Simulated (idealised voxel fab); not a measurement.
Presented below is a process module, voxel capacitor over wiring.
Displayed cross-section: cut, width of 155 nm, square cells sized 5 nm.
Each cross-section below is a grid of square cells, stated as bands in top-down order, with one or more rows of cells making up each band.
The band entry comprises the height of the band's top followed by the height of its bottom, expressed in nm, and subsequently the band's materials from left to right, each stated together with its width in nm. Where a single material is marked with the word "edge to edge", that material fills the band from edge to edge. The word "air" represents empty space.
Heights from 0 (as-received wafer is one material below). Bottom band endless downward, as "0 -> down".
Per-row width for "30->40": begins at first number (top row of band), ends at second number (bottom row), increment between rows held constant.
Step marked "remained the same"? Then no cell in the cross-section changed in it.
The label "Sealed internal voids" introduces a list of the empty spaces, 8 cells or larger, that have no open way up to the top; each entry in it reads width x height at distance, where the distance is taken from the left edge and all three are stated in nm.
after a step's settings: what the simulator itself notes on the step
You can add "overlay nm" to a step's line. For a step with a mask, it describes how far the mask lay to the right of its planned position, and a negative number describes a lay to the left.

# Below is the list of planned process steps
step 1: RECEIVE | material Si
step 2: CONFORMAL_DEP | material SiO2 | thk nm 15
step 3: CONFORMAL_DEP | material SiCN | thk nm 5
step 4: DIRECTIONAL_DEP | material SiO2 | thk nm 15
step 5: PATTERN | tone open | mask id METAL_1 | material resist | width nm 25 | pitch nm 90 | thk nm 20 | overlay nm 0
step 6: DIRECTIONAL_ETCH | etch materials SiO2 | depth nm 15
step 7: DIRECTIONAL_ETCH | etch materials SiCN | depth nm 5
step 8: STRIP | etch materials resist
step 9: CONFORMAL_DEP | material TiN | thk nm 5
step 10: FILL_DEP | material Ru | thk nm 10
step 11: CMP | height nm 35
step 12: CONFORMAL_DEP | material SiCN | thk nm 5
step 13: DIRECTIONAL_DEP | material SiO2 | thk nm 15
step 14: DIRECTIONAL_DEP | material aC | thk nm 10
step 15: PATTERN | tone open | mask id PLUG_1 | material resist | width nm 15 | thk nm 25 | overlay nm 0
step 16: DIRECTIONAL_ETCH | etch materials aC | depth nm 10
step 17: STRIP | etch materials resist
step 18: DIRECTIONAL_ETCH | etch materials SiO2 | depth nm 15
step 19: DIRECTIONAL_ETCH | etch materials SiCN | depth nm 5
step 20: STRIP | etch materials aC
step 21: EPI | material Ru | thk nm 10
step 22: EPI | material Ru | thk nm 10
step 23: DIRECTIONAL_DEP | material TiN | thk nm 10
step 24: DIRECTIONAL_DEP | material HfO2 | thk nm 5
step 25: DIRECTIONAL_DEP | material TiN | thk nm 5
step 26: PATTERN | tone cover | mask id UPPER_PLATE | material resist | width nm 70 | thk nm 15 | overlay nm 0
step 27: DIRECTIONAL_ETCH | etch materials TiN | depth nm 5
step 28: DIRECTIONAL_ETCH | etch materials HfO2 | depth nm 5
step 29: STRIP | etch materials resist
step 30: PATTERN | tone cover | mask id LOWER_PLATE | material resist | width nm 80 | thk nm 20 | overlay nm 0
step 31: DIRECTIONAL_ETCH | etch materials TiN | depth nm 10
step 32: STRIP | etch materials resist
step 33: FILL_DEP | material SiO2 | thk nm 20
step 34: CMP | height nm 90
step 35: PATTERN | tone open | mask id PLUG_2 | material resist | width nm 15 | thk nm 20 | overlay nm 0
step 36: DIRECTIONAL_ETCH | etch materials SiO2 | depth nm 15
step 37: STRIP | etch materials resist
step 38: CONFORMAL_DEP | material TiN | thk nm 5
step 39: FILL_DEP | material Ru | thk nm 10
step 40: CMP | height nm 90
step 41: CONFORMAL_DEP | material SiCN | thk nm 5

# Wafer cross-section on receipt, i.e. after step 1
  0 -> down  Si edge to edge
  Sealed internal voids: none

# Same starting wafer, same plan as above, one mistake in the execution; this is the cross-section at the end of the module
  95 -> 90  SiCN edge to edge
  90 -> 80  40 nm SiO2 | 5 nm TiN | 5 nm Ru | 5 nm TiN | 100 nm SiO2
  80 -> 70  40->30 nm SiO2 | 15->70 nm TiN | 100->55 nm SiO2
  70 -> 65  30 nm SiO2 | 70 nm HfO2 | 55 nm SiO2
  65 -> 55  20 nm SiO2 | 80 nm TiN | 55 nm SiO2
  55 -> 40  30 nm SiO2 | 15 nm Ru | 110 nm SiO2
  40 -> 35  30 nm SiCN | 15 nm Ru | 110 nm SiCN
  35 -> 20  20 nm SiO2 | 5 nm TiN | 15 nm Ru | 5 nm TiN | 65 nm SiO2 | 5 nm TiN | 15 nm Ru | 5 nm TiN | 20 nm SiO2
  20 -> 15  20 nm SiCN | 25 nm TiN | 65 nm SiCN | 25 nm TiN | 20 nm SiCN
  15 -> 0  SiO2 edge to edge
  0 -> down  Si edge to edge
  Sealed internal voids: none
Heads up, the wafer didn't run the way we planned it: not per plan at step 30, really ran PATTERN | tone cover | mask id LOWER_PLATE | material resist | width nm 80 | thk nm 20 | overlay nm -5
